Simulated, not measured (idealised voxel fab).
Presented below is a process module, voxel self aligned vias.
FYI the section here is cut, 260 nm wide, cells are 5 nm squares.
Cross-sections here: square-cell grids, written as top-down lists of bands, a band being one or more rows of cells. A band entry consists of two parts. The first gives the height of the band's top and the height of its bottom, in nm. The rest lists the band's materials from left to right, each with its width in nm. A single material labelled with the word "all across" fills the band from edge to edge, and the word "air" marks empty space. For the purposes of this specification, 0 denotes the height below which the wafer in its as-received condition is composed wholly of one material, and the lowermost band, lacking a lower limit, extends downward without end, as expressed in "from 0 down". So if you see something like "30..40" for the width, read it as the top row of the band sitting at the first number and the bottom row at the second, with every row in between moving by the same amount as the last. "all unchanged" (step): cross-section cells unchanged, all of them. Basically, "Sealed cavities" tells you about the enclosed voids: empty spaces with no open way to the top, 8 cells or bigger, each written width x height at distance, where distance is from the left edge, all in nm. Step line, after settings: the simulator's comment on this step. "overlay nm" answers the question of how far to the right of plan the mask lay on a step that has a mask, and when it is negative the answer is to the left.
Intended process steps
1) op RECEIVE | material Si
2) op CONFORMAL_DEP | material SiO2 | thk nm 15
3) op CONFORMAL_DEP | material SiCN | thk nm 5
4) op DIRECTIONAL_DEP | material lowk | thk nm 20
5) op PATTERN | tone open | mask id LINES | material resist | width nm 20 | pitch nm 60 | thk nm 15 | overlay nm 0
6) op DIRECTIONAL_ETCH | etch materials lowk | depth nm 20
7) op STRIP | etch materials resist
8) op CONFORMAL_DEP | material TiN | thk nm 5
9) op FILL_DEP | material Ru | thk nm 10
10) op CMP | height nm 40
11) op SELECTIVE_ETCH | etch materials W Ru TiN | depth nm 10
12) op FILL_DEP | material SiN | thk nm 5
13) op CMP | height nm 40
14) op DIRECTIONAL_DEP | material lowk | thk nm 20
15) op MASKED_ETCH | tone open | mask id VIAS | width nm 40 | etch materials lowk | depth nm 20 | overlay nm 0
16) op MASKED_ETCH | tone open | mask id VIAS | width nm 40 | etch materials SiN | depth nm 10 | overlay nm 0
17) op CONFORMAL_DEP | material TiN | thk nm 5
18) op FILL_DEP | material Cu | thk nm 10
19) op CMP | height nm 60
20) op CONFORMAL_DEP | material SiCN | thk nm 5
The following pertains to the first of two wafers, which was processed as planned
As-received state of the wafer in cross-section, equivalent to post-step 1
	from 0 down | Si all across
	Sealed cavities: none
Sectional view: wafer, after step 2
	from 15 to 0 | SiO2 all across
	All layers under 0 are left as they were.
Sectional view: wafer, after step 3
	from 20 to 15 | SiCN all across
	All layers under 15 are left as they were.
Sectional view: wafer, after step 4
	from 40 to 20 | lowk all across
	All layers under 20 are left as they were.
Sectional view: wafer, after step 5
	from 55 to 40 | resist 90 nm, air 20 nm, resist 40 nm, air 20 nm, resist 90 nm
	All layers under 40 are left as they were.
Sectional view: wafer, after step 6
	from 55 to 40 | resist 90 nm, air 20 nm, resist 40 nm, air 20 nm, resist 90 nm
	from 40 to 20 | lowk 90 nm, air 20 nm, lowk 40 nm, air 20 nm, lowk 90 nm
	All layers under 20 are left as they were.
Sectional view: wafer, after step 7
	from 40 to 20 | lowk 90 nm, air 20 nm, lowk 40 nm, air 20 nm, lowk 90 nm
	All layers under 20 are left as they were.
Sectional view: wafer, after step 8
	from 45 to 40 | TiN 95 nm, air 10 nm, TiN 50 nm, air 10 nm, TiN 95 nm
	from 40 to 25 | lowk 90 nm, TiN 5 nm, air 10 nm, TiN 5 nm, lowk 40 nm, TiN 5 nm, air 10 nm, TiN 5 nm, lowk 90 nm
	from 25 to 20 | lowk 90 nm, TiN 20 nm, lowk 40 nm, TiN 20 nm, lowk 90 nm
	All layers under 20 are left as they were.
Sectional view: wafer, after step 9
	from 55 to 45 | Ru all across
	from 45 to 40 | TiN 95 nm, Ru 10 nm, TiN 50 nm, Ru 10 nm, TiN 95 nm
	from 40 to 25 | lowk 90 nm, TiN 5 nm, Ru 10 nm, TiN 5 nm, lowk 40 nm, TiN 5 nm, Ru 10 nm, TiN 5 nm, lowk 90 nm
	All layers under 25 are left as they were.
Sectional view: wafer, after step 10
	from 40 to 25 | lowk 90 nm, TiN 5 nm, Ru 10 nm, TiN 5 nm, lowk 40 nm, TiN 5 nm, Ru 10 nm, TiN 5 nm, lowk 90 nm
	All layers under 25 are left as they were.
Sectional view: wafer, after step 11
	from 40 to 30 | lowk 90 nm, air 20 nm, lowk 40 nm, air 20 nm, lowk 90 nm
	All layers under 30 are left as they were.
Sectional view: wafer, after step 12
	from 45 to 40 | SiN all across
	from 40 to 30 | lowk 90 nm, SiN 20 nm, lowk 40 nm, SiN 20 nm, lowk 90 nm
	All layers under 30 are left as they were.
Sectional view: wafer, after step 13
	from 40 to 30 | lowk 90 nm, SiN 20 nm, lowk 40 nm, SiN 20 nm, lowk 90 nm
	All layers under 30 are left as they were.
Sectional view: wafer, after step 14
	from 60 to 40 | lowk all across
	All layers under 40 are left as they were.
Sectional view: wafer, after step 15
	from 60 to 40 | lowk 80 nm, air 40 nm, lowk 140 nm
	All layers under 40 are left as they were.
Sectional view: wafer, after step 16
	from 60 to 40 | lowk 80 nm, air 40 nm, lowk 140 nm
	from 40 to 30 | lowk 90 nm, air 20 nm, lowk 40 nm, SiN 20 nm, lowk 90 nm
	All layers under 30 are left as they were.
Sectional view: wafer, after step 17
	from 65 to 60 | TiN 85 nm, air 30 nm, TiN 145 nm
	from 60 to 45 | lowk 80 nm, TiN 5 nm, air 30 nm, TiN 5 nm, lowk 140 nm
	from 45 to 40 | lowk 80 nm, TiN 15 nm, air 10 nm, TiN 15 nm, lowk 140 nm
	from 40 to 35 | lowk 90 nm, TiN 5 nm, air 10 nm, TiN 5 nm, lowk 40 nm, SiN 20 nm, lowk 90 nm
	from 35 to 30 | lowk 90 nm, TiN 20 nm, lowk 40 nm, SiN 20 nm, lowk 90 nm
	All layers under 30 are left as they were.
Sectional view: wafer, after step 18
	from 75 to 65 | Cu all across
	from 65 to 60 | TiN 85 nm, Cu 30 nm, TiN 145 nm
	from 60 to 45 | lowk 80 nm, TiN 5 nm, Cu 30 nm, TiN 5 nm, lowk 140 nm
	from 45 to 40 | lowk 80 nm, TiN 15 nm, Cu 10 nm, TiN 15 nm, lowk 140 nm
	from 40 to 35 | lowk 90 nm, TiN 5 nm, Cu 10 nm, TiN 5 nm, lowk 40 nm, SiN 20 nm, lowk 90 nm
	All layers under 35 are left as they were.
Sectional view: wafer, after step 19
	from 60 to 45 | lowk 80 nm, TiN 5 nm, Cu 30 nm, TiN 5 nm, lowk 140 nm
	All layers under 45 are left as they were.
Sectional view: wafer, after step 20
	from 65 to 60 | SiCN all across
	All layers under 60 are left as they were.
Second wafer - shared start and plan with the first - one error in running - same as the first up to step 8 inclusive
Second wafer, cut view, end of step 9 per plan
	from 55 to 45 | SiN all across
	from 45 to 40 | TiN 95 nm, SiN 10 nm, TiN 50 nm, SiN 10 nm, TiN 95 nm
	from 40 to 25 | lowk 90 nm, TiN 5 nm, SiN 10 nm, TiN 5 nm, lowk 40 nm, TiN 5 nm, SiN 10 nm, TiN 5 nm, lowk 90 nm
	All layers under 25 are left as they were.
Second wafer, cut view, end of step 10 per plan
	from 40 to 25 | lowk 90 nm, TiN 5 nm, SiN 10 nm, TiN 5 nm, lowk 40 nm, TiN 5 nm, SiN 10 nm, TiN 5 nm, lowk 90 nm
	All layers under 25 are left as they were.
Second wafer, cut view, end of step 11 per plan
	from 40 to 30 | lowk 90 nm, air 5 nm, SiN 10 nm, air 5 nm, lowk 40 nm, air 5 nm, SiN 10 nm, air 5 nm, lowk 90 nm
	All layers under 30 are left as they were.
Second wafer, cut view, end of step 12 per plan
	from 45 to 40 | SiN all across
	from 40 to 30 | lowk 90 nm, SiN 20 nm, lowk 40 nm, SiN 20 nm, lowk 90 nm
	All layers under 30 are left as they were.
Second wafer, cut view, end of step 13 per plan
	from 40 to 30 | lowk 90 nm, SiN 20 nm, lowk 40 nm, SiN 20 nm, lowk 90 nm
	All layers under 30 are left as they were.
Second wafer, cut view, end of step 14 per plan
	from 60 to 40 | lowk all across
	All layers under 40 are left as they were.
Second wafer, cut view, end of step 15 per plan
	from 60 to 40 | lowk 80 nm, air 40 nm, lowk 140 nm
	All layers under 40 are left as they were.
Second wafer, cut view, end of step 16 per plan
	from 60 to 40 | lowk 80 nm, air 40 nm, lowk 140 nm
	from 40 to 30 | lowk 90 nm, air 20 nm, lowk 40 nm, SiN 20 nm, lowk 90 nm
	All layers under 30 are left as they were.
Second wafer, cut view, end of step 17 per plan
	from 65 to 60 | TiN 85 nm, air 30 nm, TiN 145 nm
	from 60 to 45 | lowk 80 nm, TiN 5 nm, air 30 nm, TiN 5 nm, lowk 140 nm
	from 45 to 40 | lowk 80 nm, TiN 15 nm, air 10 nm, TiN 15 nm, lowk 140 nm
	from 40 to 35 | lowk 90 nm, TiN 5 nm, air 10 nm, TiN 5 nm, lowk 40 nm, SiN 20 nm, lowk 90 nm
	from 35 to 30 | lowk 90 nm, TiN 20 nm, lowk 40 nm, SiN 20 nm, lowk 90 nm
	All layers under 30 are left as they were.
Second wafer, cut view, end of step 18 per plan
	from 75 to 65 | Cu all across
	from 65 to 60 | TiN 85 nm, Cu 30 nm, TiN 145 nm
	from 60 to 45 | lowk 80 nm, TiN 5 nm, Cu 30 nm, TiN 5 nm, lowk 140 nm
	from 45 to 40 | lowk 80 nm, TiN 15 nm, Cu 10 nm, TiN 15 nm, lowk 140 nm
	from 40 to 35 | lowk 90 nm, TiN 5 nm, Cu 10 nm, TiN 5 nm, lowk 40 nm, SiN 20 nm, lowk 90 nm
	All layers under 35 are left as they were.
Second wafer, cut view, end of step 19 per plan
	from 60 to 45 | lowk 80 nm, TiN 5 nm, Cu 30 nm, TiN 5 nm, lowk 140 nm
	All layers under 45 are left as they were.
Second wafer, cut view, end of step 20 per plan
	from 65 to 60 | SiCN all across
	All layers under 60 are left as they were.
Heads up, the wafer didn't run the way we planned it: step 9, actual vs plan mismatch, actual run op FILL_DEP | material SiN | thk nm 10
Cell-count delta at end, second wafer over first, by material: Ru -4 | SiN +4
